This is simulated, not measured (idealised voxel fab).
Herein follows the process module entitled voxel wiring stack.
The cross-section on display is named cut; it measures 275 nm wide, and its cells are 5 nm squares.
Bands, listed from the top down, are how a cross-section gets written in this document; the cross-section itself is a grid of square cells, and a band is one or more rows of them.
In this notation a band is specified by the heights of its top and bottom, in that order and in nm, after which its materials appear from left to right, each paired with its width in nm. The word "everywhere" attached to a single material means that material fills the band from edge to edge; the word "air" stands for empty space.
For the purposes of this specification, 0 denotes the height below which the wafer in its as-received condition is composed wholly of one material, and the lowermost band, lacking a lower limit, extends downward without end, as expressed in "0 and below".
Read "30->40" as a graded width: first number on top, second number at the bottom, same change between each pair of neighbouring rows.
Step marked "left unchanged"? Then no cell in the cross-section changed in it.
Basically, "closed voids" tells you about the enclosed voids: empty spaces with no open way to the top, 8 cells or bigger, each written width x height at distance, where distance is from the left edge, all in nm.
On a step's line, text after the settings is the simulator commenting on that step.
overlay nm: how far to the right of its planned place the mask lay on this masked step (negative: to the left).
How should the pairs below be read? Each gives the cross-section before one process step and the cross-section after it, the latter drawn only to the lowest band that changed; the step that lies between them, with its settings, appears under the pair. Does a pair pick up where the pair above left off? Only where its entry headed "Prior to processing" says so, since pairs can come from different runs of this module on the same starting wafer.
Prior to processing:
	0 and below  Si everywhere
	closed voids: none
Section After Processing:
	15 down to 0  SiO2 everywhere
	Below 0 it's all the same as before, nothing changed down there.
	closed voids: none
Step linking the sections shown: CONFORMAL_DEP: material SiO2, thk nm 15
Prior to processing: identical to the post-step cross-section of the immediately preceding pair.
Section After Processing:
	20 down to 15  TiN everywhere
	Below 15 it's all the same as before, nothing changed down there.
	closed voids: none
Step linking the sections shown: DIRECTIONAL_DEP: material TiN, thk nm 5
Prior to processing: identical to the post-step cross-section of the immediately preceding pair.
Section After Processing:
	45 down to 20  Ru everywhere
	Below 20 it's all the same as before, nothing changed down there.
	closed voids: none
Step linking the sections shown: DIRECTIONAL_DEP: material Ru, thk nm 25
Prior to processing: identical to the post-step cross-section of the immediately preceding pair.
Section After Processing:
	65 down to 45  85 air / 25 resist / 15 air / 25 resist / 15 air / 25 resist / 85 air
	Below 45 it's all the same as before, nothing changed down there.
	closed voids: none
Step linking the sections shown: PATTERN: tone cover, mask id METAL_1, material resist, width nm 25, pitch nm 40, thk nm 20, overlay nm 0
Prior to processing: identical to the post-step cross-section of the immediately preceding pair.
Section After Processing:
	65 down to 45  85 air / 25 resist / 15 air / 25 resist / 15 air / 25 resist / 85 air
	45 down to 20  85 air / 25 Ru / 15 air / 25 Ru / 15 air / 25 Ru / 85 air
	Below 20 it's all the same as before, nothing changed down there.
	closed voids: none
Step linking the sections shown: DIRECTIONAL_ETCH: etch materials Ru, depth nm 25
Prior to processing: identical to the post-step cross-section of the immediately preceding pair.
Section After Processing:
	65 down to 45  85 air / 25 resist / 15 air / 25 resist / 15 air / 25 resist / 85 air
	45 down to 20  85 air / 25 Ru / 15 air / 25 Ru / 15 air / 25 Ru / 85 air
	20 down to 15  85 air / 25 TiN / 15 air / 25 TiN / 15 air / 25 TiN / 85 air
	Below 15 it's all the same as before, nothing changed down there.
	closed voids: none
Step linking the sections shown: DIRECTIONAL_ETCH: etch materials TiN, depth nm 5
Prior to processing: identical to the post-step cross-section of the immediately preceding pair.
Section After Processing:
	45 down to 20  85 air / 25 Ru / 15 air / 25 Ru / 15 air / 25 Ru / 85 air
	Below 20 it's all the same as before, nothing changed down there.
	closed voids: none
Step linking the sections shown: STRIP: etch materials resist
Prior to processing: identical to the post-step cross-section of the immediately preceding pair.
Section After Processing:
	55 down to 45  lowk everywhere
	45 down to 20  85 lowk / 25 Ru / 15 lowk / 25 Ru / 15 lowk / 25 Ru / 85 lowk
	20 down to 15  85 lowk / 25 TiN / 15 lowk / 25 TiN / 15 lowk / 25 TiN / 85 lowk
	Below 15 it's all the same as before, nothing changed down there.
	closed voids: none
Step linking the sections shown: FILL_DEP: material lowk, thk nm 10
Prior to processing: identical to the post-step cross-section of the immediately preceding pair.
Section After Processing:
	45 down to 20  85 lowk / 25 Ru / 15 lowk / 25 Ru / 15 lowk / 25 Ru / 85 lowk
	Below 20 it's all the same as before, nothing changed down there.
	closed voids: none
Step linking the sections shown: CMP: height nm 45
Prior to processing: identical to the post-step cross-section of the immediately preceding pair.
Section After Processing:
	50 down to 45  SiCN everywhere
	Below 45 it's all the same as before, nothing changed down there.
	closed voids: none
Step linking the sections shown: CONFORMAL_DEP: material SiCN, thk nm 5
Prior to processing: identical to the post-step cross-section of the immediately preceding pair.
Section After Processing:
	80 down to 50  SiO2 everywhere
	Below 50 it's all the same as before, nothing changed down there.
	closed voids: none
Step linking the sections shown: DIRECTIONAL_DEP: material SiO2, thk nm 30
Prior to processing: identical to the post-step cross-section of the immediately preceding pair.
Section After Processing:
	90 down to 80  aC everywhere
	Below 80 it's all the same as before, nothing changed down there.
	closed voids: none
Step linking the sections shown: DIRECTIONAL_DEP: material aC, thk nm 10
Prior to processing: identical to the post-step cross-section of the immediately preceding pair.
Section After Processing:
	120 down to 90  85 resist / 25 air / 15 resist / 25 air / 15 resist / 25 air / 85 resist
	Below 90 it's all the same as before, nothing changed down there.
	closed voids: none
Step linking the sections shown: PATTERN: tone open, mask id METAL_2, material resist, width nm 25, pitch nm 40, thk nm 30, overlay nm 0
Prior to processing: identical to the post-step cross-section of the immediately preceding pair.
Section After Processing:
	110 down to 90  85 resist / 25 air / 15 resist / 25 air / 15 resist / 25 air / 85 resist
	90 down to 80  85 aC / 25 air / 15 aC / 25 air / 15 aC / 25 air / 85 aC
	Below 80 it's all the same as before, nothing changed down there.
	closed voids: none
Step linking the sections shown: DIRECTIONAL_ETCH: etch materials aC, depth nm 10
Prior to processing: identical to the post-step cross-section of the immediately preceding pair.
Section After Processing:
	90 down to 80  85 aC / 25 air / 15 aC / 25 air / 15 aC / 25 air / 85 aC
	Below 80 it's all the same as before, nothing changed down there.
	closed voids: none
Step linking the sections shown: STRIP: etch materials resist
Prior to processing: identical to the post-step cross-section of the immediately preceding pair.
Section After Processing:
	90 down to 80  85 aC / 25 air / 15 aC / 25 air / 15 aC / 25 air / 85 aC
	80 down to 60  85 SiO2 / 25 air / 15 SiO2 / 25 air / 15 SiO2 / 25 air / 85 SiO2
	Below 60 it's all the same as before, nothing changed down there.
	closed voids: none
Step linking the sections shown: DIRECTIONAL_ETCH: etch materials SiO2, depth nm 20
Prior to processing: identical to the post-step cross-section of the immediately preceding pair.
Section After Processing:
	80 down to 60  85 SiO2 / 25 air / 15 SiO2 / 25 air / 15 SiO2 / 25 air / 85 SiO2
	Below 60 it's all the same as before, nothing changed down there.
	closed voids: none
Step linking the sections shown: STRIP: etch materials aC
Prior to processing: identical to the post-step cross-section of the immediately preceding pair.
Section After Processing:
	95 down to 80  85 aC / 25 air / 15 aC / 25 air / 15 aC / 25 air / 85 aC
	80 down to 75  85 SiO2 / 25 air / 15 SiO2 / 25 air / 15 SiO2 / 25 air / 85 SiO2
	75 down to 60  85 SiO2 / 25 aC / 15 SiO2 / 25 aC / 15 SiO2 / 25 aC / 85 SiO2
	Below 60 it's all the same as before, nothing changed down there.
	closed voids: none
Step linking the sections shown: DIRECTIONAL_DEP: material aC, thk nm 15
Prior to processing: identical to the post-step cross-section of the immediately preceding pair.
Section After Processing:
	130 down to 95  85 resist / 15 air / 65 resist / 15 air / 95 resist
	95 down to 80  85 aC / 15 air / 10 resist / 15 aC / 25 resist / 15 aC / 15 air / 10 resist / 85 aC
	80 down to 75  85 SiO2 / 15 air / 10 resist / 15 SiO2 / 25 resist / 15 SiO2 / 15 air / 10 resist / 85 SiO2
	Below 75 it's all the same as before, nothing changed down there.
	closed voids: none
Step linking the sections shown: PATTERN: tone open, mask id METAL_2_HOLES, material resist, width nm 15, pitch nm 80, thk nm 35, overlay nm 0
Prior to processing: identical to the post-step cross-section of the immediately preceding pair.
Section After Processing:
	115 down to 95  85 resist / 15 air / 65 resist / 15 air / 95 resist
	95 down to 80  85 aC / 15 air / 10 resist / 15 aC / 25 resist / 15 aC / 15 air / 10 resist / 85 aC
	80 down to 75  85 SiO2 / 15 air / 10 resist / 15 SiO2 / 25 resist / 15 SiO2 / 15 air / 10 resist / 85 SiO2
	75 down to 60  85 SiO2 / 15 air / 10 aC / 15 SiO2 / 25 aC / 15 SiO2 / 15 air / 10 aC / 85 SiO2
	Below 60 it's all the same as before, nothing changed down there.
	closed voids: none
Step linking the sections shown: DIRECTIONAL_ETCH: etch materials aC, depth nm 15
Prior to processing: identical to the post-step cross-section of the immediately preceding pair.
Section After Processing:
	95 down to 80  85 aC / 25 air / 15 aC / 25 air / 15 aC / 25 air / 85 aC
	80 down to 75  85 SiO2 / 25 air / 15 SiO2 / 25 air / 15 SiO2 / 25 air / 85 SiO2
	Below 75 it's all the same as before, nothing changed down there.
	closed voids: none
Step linking the sections shown: STRIP: etch materials resist
Prior to processing: identical to the post-step cross-section of the immediately preceding pair.
Section After Processing:
	95 down to 80  85 aC / 25 air / 15 aC / 25 air / 15 aC / 25 air / 85 aC
	80 down to 75  85 SiO2 / 25 air / 15 SiO2 / 25 air / 15 SiO2 / 25 air / 85 SiO2
	75 down to 60  85 SiO2 / 15 air / 10 aC / 15 SiO2 / 25 aC / 15 SiO2 / 15 air / 10 aC / 85 SiO2
	60 down to 50  85 SiO2 / 15 air / 65 SiO2 / 15 air / 95 SiO2
	Below 50 it's all the same as before, nothing changed down there.
	closed voids: none
Step linking the sections shown: DIRECTIONAL_ETCH: etch materials SiO2, depth nm 10
Prior to processing: identical to the post-step cross-section of the immediately preceding pair.
Section After Processing:
	95 down to 80  85 aC / 25 air / 15 aC / 25 air / 15 aC / 25 air / 85 aC
	80 down to 75  85 SiO2 / 25 air / 15 SiO2 / 25 air / 15 SiO2 / 25 air / 85 SiO2
	75 down to 60  85 SiO2 / 15 air / 10 aC / 15 SiO2 / 25 aC / 15 SiO2 / 15 air / 10 aC / 85 SiO2
	60 down to 50  85 SiO2 / 15 air / 65 SiO2 / 15 air / 95 SiO2
	50 down to 45  85 SiCN / 15 air / 65 SiCN / 15 air / 95 SiCN
	Below 45 it's all the same as before, nothing changed down there.
	closed voids: none
Step linking the sections shown: DIRECTIONAL_ETCH: etch materials SiCN, depth nm 5
Prior to processing: identical to the post-step cross-section of the immediately preceding pair.
Section After Processing:
	80 down to 60  85 SiO2 / 25 air / 15 SiO2 / 25 air / 15 SiO2 / 25 air / 85 SiO2
	Below 60 it's all the same as before, nothing changed down there.
	closed voids: none
Step linking the sections shown: STRIP: etch materials aC
Prior to processing: identical to the post-step cross-section of the immediately preceding pair.
Section After Processing:
	85 down to 80  90 TiN / 15 air / 25 TiN / 15 air / 25 TiN / 15 air / 90 TiN
	80 down to 65  85 SiO2 / 5 TiN / 15 air / 5 TiN / 15 SiO2 / 5 TiN / 15 air / 5 TiN / 15 SiO2 / 5 TiN / 15 air / 5 TiN / 85 SiO2
	65 down to 60  85 SiO2 / 5 TiN / 5 air / 15 TiN / 15 SiO2 / 25 TiN / 15 SiO2 / 5 TiN / 5 air / 15 TiN / 85 SiO2
	60 down to 50  85 SiO2 / 5 TiN / 5 air / 5 TiN / 65 SiO2 / 5 TiN / 5 air / 5 TiN / 95 SiO2
	50 down to 45  85 SiCN / 15 TiN / 65 SiCN / 15 TiN / 95 SiCN
	Below 45 it's all the same as before, nothing changed down there.
	closed voids: none
Step linking the sections shown: CONFORMAL_DEP: material TiN, thk nm 5
Prior to processing: identical to the post-step cross-section of the immediately preceding pair.
Section After Processing:
	95 down to 85  Cu everywhere
	85 down to 80  90 TiN / 15 Cu / 25 TiN / 15 Cu / 25 TiN / 15 Cu / 90 TiN
	80 down to 65  85 SiO2 / 5 TiN / 15 Cu / 5 TiN / 15 SiO2 / 5 TiN / 15 Cu / 5 TiN / 15 SiO2 / 5 TiN / 15 Cu / 5 TiN / 85 SiO2
	65 down to 60  85 SiO2 / 5 TiN / 5 Cu / 15 TiN / 15 SiO2 / 25 TiN / 15 SiO2 / 5 TiN / 5 Cu / 15 TiN / 85 SiO2
	60 down to 50  85 SiO2 / 5 TiN / 5 Cu / 5 TiN / 65 SiO2 / 5 TiN / 5 Cu / 5 TiN / 95 SiO2
	Below 50 it's all the same as before, nothing changed down there.
	closed voids: none
Step linking the sections shown: FILL_DEP: material Cu, thk nm 10
Prior to processing: identical to the post-step cross-section of the immediately preceding pair.
Section After Processing:
	80 down to 65  85 SiO2 / 5 TiN / 15 Cu / 5 TiN / 15 SiO2 / 5 TiN / 15 Cu / 5 TiN / 15 SiO2 / 5 TiN / 15 Cu / 5 TiN / 85 SiO2
	Below 65 it's all the same as before, nothing changed down there.
	closed voids: none
Step linking the sections shown: CMP: height nm 80
Prior to processing: identical to the post-step cross-section of the immediately preceding pair.
Section After Processing:
	85 down to 80  SiCN everywhere
	Below 80 it's all the same as before, nothing changed down there.
	closed voids: none
Step linking the sections shown: CONFORMAL_DEP: material SiCN, thk nm 5
Prior to processing: identical to the post-step cross-section of the immediately preceding pair.
Section After Processing:
	115 down to 85  SiO2 everywhere
	Below 85 it's all the same as before, nothing changed down there.
	closed voids: none
Step linking the sections shown: DIRECTIONAL_DEP: material SiO2, thk nm 30
Prior to processing: identical to the post-step cross-section of the immediately preceding pair.
Section After Processing:
	130 down to 115  85 resist / 25 air / 15 resist / 25 air / 15 resist / 25 air / 85 resist
	Below 115 it's all the same as before, nothing changed down there.
	closed voids: none
Step linking the sections shown: PATTERN: tone open, mask id METAL_3, material resist, width nm 25, pitch nm 40, thk nm 15, overlay nm 0
Prior to processing: identical to the post-step cross-section of the immediately preceding pair.
Section After Processing:
	130 down to 115  85 resist / 25 air / 15 resist / 25 air / 15 resist / 25 air / 85 resist
	115 down to 95  85 SiO2 / 25 air / 15 SiO2 / 25 air / 15 SiO2 / 25 air / 85 SiO2
	Below 95 it's all the same as before, nothing changed down there.
	closed voids: none
Step linking the sections shown: DIRECTIONAL_ETCH: etch materials SiO2, depth nm 20
Prior to processing: identical to the post-step cross-section of the immediately preceding pair.
Section After Processing:
	115 down to 95  85 SiO2 / 25 air / 15 SiO2 / 25 air / 15 SiO2 / 25 air / 85 SiO2
	Below 95 it's all the same as before, nothing changed down there.
	closed voids: none
Step linking the sections shown: STRIP: etch materials resist
Prior to processing: identical to the post-step cross-section of the immediately preceding pair.
Section After Processing:
	125 down to 115  85 aC / 25 air / 15 aC / 25 air / 15 aC / 25 air / 85 aC
	115 down to 105  85 SiO2 / 25 air / 15 SiO2 / 25 air / 15 SiO2 / 25 air / 85 SiO2
	105 down to 95  85 SiO2 / 25 aC / 15 SiO2 / 25 aC / 15 SiO2 / 25 aC / 85 SiO2
	Below 95 it's all the same as before, nothing changed down there.
	closed voids: none
Step linking the sections shown: DIRECTIONAL_DEP: material aC, thk nm 10
Prior to processing: identical to the post-step cross-section of the immediately preceding pair.
Section After Processing:
	150 down to 125  85 resist / 15 air / 65 resist / 15 air / 95 resist
	125 down to 115  85 aC / 15 air / 10 resist / 15 aC / 25 resist / 15 aC / 15 air / 10 resist / 85 aC
	115 down to 105  85 SiO2 / 15 air / 10 resist / 15 SiO2 / 25 resist / 15 SiO2 / 15 air / 10 resist / 85 SiO2
	Below 105 it's all the same as before, nothing changed down there.
	closed voids: none
Step linking the sections shown: PATTERN: tone open, mask id METAL_3_HOLES, material resist, width nm 15, pitch nm 80, thk nm 25, overlay nm 0
Prior to processing: identical to the post-step cross-section of the immediately preceding pair.
Section After Processing:
	140 down to 125  85 resist / 15 air / 65 resist / 15 air / 95 resist
	125 down to 115  85 aC / 15 air / 10 resist / 15 aC / 25 resist / 15 aC / 15 air / 10 resist / 85 aC
	115 down to 105  85 SiO2 / 15 air / 10 resist / 15 SiO2 / 25 resist / 15 SiO2 / 15 air / 10 resist / 85 SiO2
	105 down to 95  85 SiO2 / 15 air / 10 aC / 15 SiO2 / 25 aC / 15 SiO2 / 15 air / 10 aC / 85 SiO2
	Below 95 it's all the same as before, nothing changed down there.
	closed voids: none
Step linking the sections shown: DIRECTIONAL_ETCH: etch materials aC, depth nm 10
Prior to processing: identical to the post-step cross-section of the immediately preceding pair.
Section After Processing:
	125 down to 115  85 aC / 25 air / 15 aC / 25 air / 15 aC / 25 air / 85 aC
	115 down to 105  85 SiO2 / 25 air / 15 SiO2 / 25 air / 15 SiO2 / 25 air / 85 SiO2
	Below 105 it's all the same as before, nothing changed down there.
	closed voids: none
Step linking the sections shown: STRIP: etch materials resist
Prior to processing: identical to the post-step cross-section of the immediately preceding pair.
Section After Processing:
	125 down to 115  85 aC / 25 air / 15 aC / 25 air / 15 aC / 25 air / 85 aC
	115 down to 105  85 SiO2 / 25 air / 15 SiO2 / 25 air / 15 SiO2 / 25 air / 85 SiO2
	105 down to 95  85 SiO2 / 15 air / 10 aC / 15 SiO2 / 25 aC / 15 SiO2 / 15 air / 10 aC / 85 SiO2
	95 down to 85  85 SiO2 / 15 air / 65 SiO2 / 15 air / 95 SiO2
	Below 85 it's all the same as before, nothing changed down there.
	closed voids: none
Step linking the sections shown: DIRECTIONAL_ETCH: etch materials SiO2, depth nm 10
Prior to processing: identical to the post-step cross-section of the immediately preceding pair.
Section After Processing:
	125 down to 115  85 aC / 25 air / 15 aC / 25 air / 15 aC / 25 air / 85 aC
	115 down to 105  85 SiO2 / 25 air / 15 SiO2 / 25 air / 15 SiO2 / 25 air / 85 SiO2
	105 down to 95  85 SiO2 / 15 air / 10 aC / 15 SiO2 / 25 aC / 15 SiO2 / 15 air / 10 aC / 85 SiO2
	95 down to 85  85 SiO2 / 15 air / 65 SiO2 / 15 air / 95 SiO2
	85 down to 80  85 SiCN / 15 air / 65 SiCN / 15 air / 95 SiCN
	Below 80 it's all the same as before, nothing changed down there.
	closed voids: none
Step linking the sections shown: DIRECTIONAL_ETCH: etch materials SiCN, depth nm 5
Prior to processing: identical to the post-step cross-section of the immediately preceding pair.
Section After Processing:
	115 down to 95  85 SiO2 / 25 air / 15 SiO2 / 25 air / 15 SiO2 / 25 air / 85 SiO2
	Below 95 it's all the same as before, nothing changed down there.
	closed voids: none
Step linking the sections shown: STRIP: etch materials aC
Prior to processing: identical to the post-step cross-section of the immediately preceding pair.
Section After Processing:
	120 down to 115  90 TiN / 15 air / 25 TiN / 15 air / 25 TiN / 15 air / 90 TiN
	115 down to 100  85 SiO2 / 5 TiN / 15 air / 5 TiN / 15 SiO2 / 5 TiN / 15 air / 5 TiN / 15 SiO2 / 5 TiN / 15 air / 5 TiN / 85 SiO2
	100 down to 95  85 SiO2 / 5 TiN / 5 air / 15 TiN / 15 SiO2 / 25 TiN / 15 SiO2 / 5 TiN / 5 air / 15 TiN / 85 SiO2
	95 down to 85  85 SiO2 / 5 TiN / 5 air / 5 TiN / 65 SiO2 / 5 TiN / 5 air / 5 TiN / 95 SiO2
	85 down to 80  85 SiCN / 15 TiN / 65 SiCN / 15 TiN / 95 SiCN
	Below 80 it's all the same as before, nothing changed down there.
	closed voids: none
Step linking the sections shown: CONFORMAL_DEP: material TiN, thk nm 5
Prior to processing: identical to the post-step cross-section of the immediately preceding pair.
Section After Processing:
	125 down to 120  Ru everywhere
	120 down to 115  90 TiN / 15 Ru / 25 TiN / 15 Ru / 25 TiN / 15 Ru / 90 TiN
	115 down to 100  85 SiO2 / 5 TiN / 15 Ru / 5 TiN / 15 SiO2 / 5 TiN / 15 Ru / 5 TiN / 15 SiO2 / 5 TiN / 15 Ru / 5 TiN / 85 SiO2
	100 down to 95  85 SiO2 / 5 TiN / 5 Ru / 15 TiN / 15 SiO2 / 25 TiN / 15 SiO2 / 5 TiN / 5 Ru / 15 TiN / 85 SiO2
	95 down to 85  85 SiO2 / 5 TiN / 5 Ru / 5 TiN / 65 SiO2 / 5 TiN / 5 Ru / 5 TiN / 95 SiO2
	Below 85 it's all the same as before, nothing changed down there.
	closed voids: none
Step linking the sections shown: FILL_DEP: material Ru, thk nm 5
Prior to processing: identical to the post-step cross-section of the immediately preceding pair.
Section After Processing:
	115 down to 100  85 SiO2 / 5 TiN / 15 Ru / 5 TiN / 15 SiO2 / 5 TiN / 15 Ru / 5 TiN / 15 SiO2 / 5 TiN / 15 Ru / 5 TiN / 85 SiO2
	Below 100 it's all the same as before, nothing changed down there.
	closed voids: none
Step linking the sections shown: CMP: height nm 115
Prior to processing: identical to the post-step cross-section of the immediately preceding pair.
Section After Processing:
	120 down to 115  SiCN everywhere
	Below 115 it's all the same as before, nothing changed down there.
	closed voids: none
Step linking the sections shown: CONFORMAL_DEP: material SiCN, thk nm 5
Prior to processing: identical to the post-step cross-section of the immediately preceding pair.
Section After Processing:
	150 down to 120  SiO2 everywhere
	Below 120 it's all the same as before, nothing changed down there.
	closed voids: none
Step linking the sections shown: DIRECTIONAL_DEP: material SiO2, thk nm 30
Prior to processing: identical to the post-step cross-section of the immediately preceding pair.
Section After Processing:
	170 down to 150  85 resist / 15 air / 25 resist / 15 air / 25 resist / 15 air / 95 resist
	Below 150 it's all the same as before, nothing changed down there.
	closed voids: none
Step linking the sections shown: PATTERN: tone open, mask id METAL_4_HOLES, material resist, width nm 15, pitch nm 40, thk nm 20, overlay nm 0
Prior to processing: identical to the post-step cross-section of the immediately preceding pair.
Section After Processing:
	170 down to 150  85 resist / 15 air / 25 resist / 15 air / 25 resist / 15 air / 95 resist
	150 down to 120  85 SiO2 / 15 air / 25 SiO2 / 15 air / 25 SiO2 / 15 air / 95 SiO2
	Below 120 it's all the same as before, nothing changed down there.
	closed voids: none
Step linking the sections shown: DIRECTIONAL_ETCH: etch materials SiO2, depth nm 30
Prior to processing: identical to the post-step cross-section of the immediately preceding pair.
Section After Processing:
	150 down to 120  85 SiO2 / 15 air / 25 SiO2 / 15 air / 25 SiO2 / 15 air / 95 SiO2
	Below 120 it's all the same as before, nothing changed down there.
	closed voids: none
Step linking the sections shown: STRIP: etch materials resist
Prior to processing: identical to the post-step cross-section of the immediately preceding pair.
Section After Processing:
	170 down to 150  85 resist / 25 air / 15 resist / 25 air / 15 resist / 25 air / 85 resist
	Below 150 it's all the same as before, nothing changed down there.
	closed voids: none
Step linking the sections shown: PATTERN: tone open, mask id METAL_4, material resist, width nm 25, pitch nm 40, thk nm 20, overlay nm 0
Prior to processing: identical to the post-step cross-section of the immediately preceding pair.
Section After Processing:
	170 down to 150  85 resist / 25 air / 15 resist / 25 air / 15 resist / 25 air / 85 resist
	150 down to 130  85 SiO2 / 25 air / 15 SiO2 / 25 air / 15 SiO2 / 25 air / 85 SiO2
	Below 130 it's all the same as before, nothing changed down there.
	closed voids: none
Step linking the sections shown: DIRECTIONAL_ETCH: etch materials SiO2, depth nm 20
Prior to processing: identical to the post-step cross-section of the immediately preceding pair.
Section After Processing:
	170 down to 150  85 resist / 25 air / 15 resist / 25 air / 15 resist / 25 air / 85 resist
	150 down to 130  85 SiO2 / 25 air / 15 SiO2 / 25 air / 15 SiO2 / 25 air / 85 SiO2
	130 down to 120  85 SiO2 / 15 air / 25 SiO2 / 15 air / 25 SiO2 / 15 air / 95 SiO2
	120 down to 115  85 SiCN / 15 air / 25 SiCN / 15 air / 25 SiCN / 15 air / 95 SiCN
	Below 115 it's all the same as before, nothing changed down there.
	closed voids: none
Step linking the sections shown: DIRECTIONAL_ETCH: etch materials SiCN, depth nm 5
Prior to processing: identical to the post-step cross-section of the immediately preceding pair.
Section After Processing:
	150 down to 130  85 SiO2 / 25 air / 15 SiO2 / 25 air / 15 SiO2 / 25 air / 85 SiO2
	Below 130 it's all the same as before, nothing changed down there.
	closed voids: none
Step linking the sections shown: STRIP: etch materials resist
Prior to processing: identical to the post-step cross-section of the immediately preceding pair.
Section After Processing:
	155 down to 150  90 TiN / 15 air / 25 TiN / 15 air / 25 TiN / 15 air / 90 TiN
	150 down to 135  85 SiO2 / 5 TiN / 15 air / 5 TiN / 15 SiO2 / 5 TiN / 15 air / 5 TiN / 15 SiO2 / 5 TiN / 15 air / 5 TiN / 85 SiO2
	135 down to 130  85 SiO2 / 5 TiN / 5 air / 15 TiN / 15 SiO2 / 5 TiN / 5 air / 15 TiN / 15 SiO2 / 5 TiN / 5 air / 15 TiN / 85 SiO2
	130 down to 120  85 SiO2 / 5 TiN / 5 air / 5 TiN / 25 SiO2 / 5 TiN / 5 air / 5 TiN / 25 SiO2 / 5 TiN / 5 air / 5 TiN / 95 SiO2
	120 down to 115  85 SiCN / 15 TiN / 25 SiCN / 15 TiN / 25 SiCN / 15 TiN / 95 SiCN
	Below 115 it's all the same as before, nothing changed down there.
	closed voids: none
Step linking the sections shown: CONFORMAL_DEP: material TiN, thk nm 5
Prior to processing: identical to the post-step cross-section of the immediately preceding pair.
Section After Processing:
	160 down to 155  Cu everywhere
	155 down to 150  90 TiN / 15 Cu / 25 TiN / 15 Cu / 25 TiN / 15 Cu / 90 TiN
	150 down to 135  85 SiO2 / 5 TiN / 15 Cu / 5 TiN / 15 SiO2 / 5 TiN / 15 Cu / 5 TiN / 15 SiO2 / 5 TiN / 15 Cu / 5 TiN / 85 SiO2
	135 down to 130  85 SiO2 / 5 TiN / 5 Cu / 15 TiN / 15 SiO2 / 5 TiN / 5 Cu / 15 TiN / 15 SiO2 / 5 TiN / 5 Cu / 15 TiN / 85 SiO2
	130 down to 120  85 SiO2 / 5 TiN / 5 Cu / 5 TiN / 25 SiO2 / 5 TiN / 5 Cu / 5 TiN / 25 SiO2 / 5 TiN / 5 Cu / 5 TiN / 95 SiO2
	Below 120 it's all the same as before, nothing changed down there.
	closed voids: none
Step linking the sections shown: FILL_DEP: material Cu, thk nm 5
Prior to processing: identical to the post-step cross-section of the immediately preceding pair.
Section After Processing:
	150 down to 135  85 SiO2 / 5 TiN / 15 Cu / 5 TiN / 15 SiO2 / 5 TiN / 15 Cu / 5 TiN / 15 SiO2 / 5 TiN / 15 Cu / 5 TiN / 85 SiO2
	Below 135 it's all the same as before, nothing changed down there.
	closed voids: none
Step linking the sections shown: CMP: height nm 150
Prior to processing: identical to the post-step cross-section of the immediately preceding pair.
Section After Processing:
	155 down to 150  SiCN everywhere
	Below 150 it's all the same as before, nothing changed down there.
	closed voids: none
Step linking the sections shown: CONFORMAL_DEP: material SiCN, thk nm 5
Prior to processing:
	15 down to 0  SiO2 everywhere
	0 and below  Si everywhere
	closed voids: none
Section After Processing:
	40 down to 15  Ru everywhere
	Below 15 it's all the same as before, nothing changed down there.
	closed voids: none
Step linking the sections shown: DIRECTIONAL_DEP: material Ru, thk nm 25
Prior to processing: identical to the post-step cross-section of the immediately preceding pair.
Section After Processing:
	60 down to 40  85 air / 25 resist / 15 air / 25 resist / 15 air / 25 resist / 85 air
	Below 40 it's all the same as before, nothing changed down there.
	closed voids: none
Step linking the sections shown: PATTERN: tone cover, mask id METAL_1, material resist, width nm 25, pitch nm 40, thk nm 20, overlay nm 0
Prior to processing: identical to the post-step cross-section of the immediately preceding pair.
Section After Processing:
	60 down to 40  85 air / 25 resist / 15 air / 25 resist / 15 air / 25 resist / 85 air
	40 down to 15  85 air / 25 Ru / 15 air / 25 Ru / 15 air / 25 Ru / 85 air
	Below 15 it's all the same as before, nothing changed down there.
	closed voids: none
Step linking the sections shown: DIRECTIONAL_ETCH: etch materials Ru, depth nm 25
Prior to processing: identical to the post-step cross-section of the immediately preceding pair.
Section After Processing:
	40 down to 15  85 air / 25 Ru / 15 air / 25 Ru / 15 air / 25 Ru / 85 air
	Below 15 it's all the same as before, nothing changed down there.
	closed voids: none
Step linking the sections shown: STRIP: etch materials resist
Prior to processing: identical to the post-step cross-section of the immediately preceding pair.
Section After Processing:
	50 down to 40  lowk everywhere
	40 down to 15  85 lowk / 25 Ru / 15 lowk / 25 Ru / 15 lowk / 25 Ru / 85 lowk
	Below 15 it's all the same as before, nothing changed down there.
	closed voids: none
Step linking the sections shown: FILL_DEP: material lowk, thk nm 10
Prior to processing: identical to the post-step cross-section of the immediately preceding pair.
Section After Processing:
	45 down to 40  lowk everywhere
	Below 40 it's all the same as before, nothing changed down there.
	closed voids: none
Step linking the sections shown: CMP: height nm 45
Prior to processing: identical to the post-step cross-section of the immediately preceding pair.
Section After Processing:
	50 down to 45  SiCN everywhere
	Below 45 it's all the same as before, nothing changed down there.
	closed voids: none
Step linking the sections shown: CONFORMAL_DEP: material SiCN, thk nm 5
Prior to processing: identical to the post-step cross-section of the immediately preceding pair.
Section After Processing:
	80 down to 50  SiO2 everywhere
	Below 50 it's all the same as before, nothing changed down there.
	closed voids: none
Step linking the sections shown: DIRECTIONAL_DEP: material SiO2, thk nm 30
Prior to processing: identical to the post-step cross-section of the immediately preceding pair.
Section After Processing:
	90 down to 80  aC everywhere
	Below 80 it's all the same as before, nothing changed down there.
	closed voids: none
Step linking the sections shown: DIRECTIONAL_DEP: material aC, thk nm 10
Prior to processing: identical to the post-step cross-section of the immediately preceding pair.
Section After Processing:
	120 down to 90  85 resist / 25 air / 15 resist / 25 air / 15 resist / 25 air / 85 resist
	Below 90 it's all the same as before, nothing changed down there.
	closed voids: none
Step linking the sections shown: PATTERN: tone open, mask id METAL_2, material resist, width nm 25, pitch nm 40, thk nm 30, overlay nm 0
Prior to processing: identical to the post-step cross-section of the immediately preceding pair.
Section After Processing:
	110 down to 90  85 resist / 25 air / 15 resist / 25 air / 15 resist / 25 air / 85 resist
	90 down to 80  85 aC / 25 air / 15 aC / 25 air / 15 aC / 25 air / 85 aC
	Below 80 it's all the same as before, nothing changed down there.
	closed voids: none
Step linking the sections shown: DIRECTIONAL_ETCH: etch materials aC, depth nm 10
Prior to processing: identical to the post-step cross-section of the immediately preceding pair.
Section After Processing:
	90 down to 80  85 aC / 25 air / 15 aC / 25 air / 15 aC / 25 air / 85 aC
	Below 80 it's all the same as before, nothing changed down there.
	closed voids: none
Step linking the sections shown: STRIP: etch materials resist
Prior to processing: identical to the post-step cross-section of the immediately preceding pair.
Section After Processing:
	90 down to 80  85 aC / 25 air / 15 aC / 25 air / 15 aC / 25 air / 85 aC
	80 down to 60  85 SiO2 / 25 air / 15 SiO2 / 25 air / 15 SiO2 / 25 air / 85 SiO2
	Below 60 it's all the same as before, nothing changed down there.
	closed voids: none
Step linking the sections shown: DIRECTIONAL_ETCH: etch materials SiO2, depth nm 20
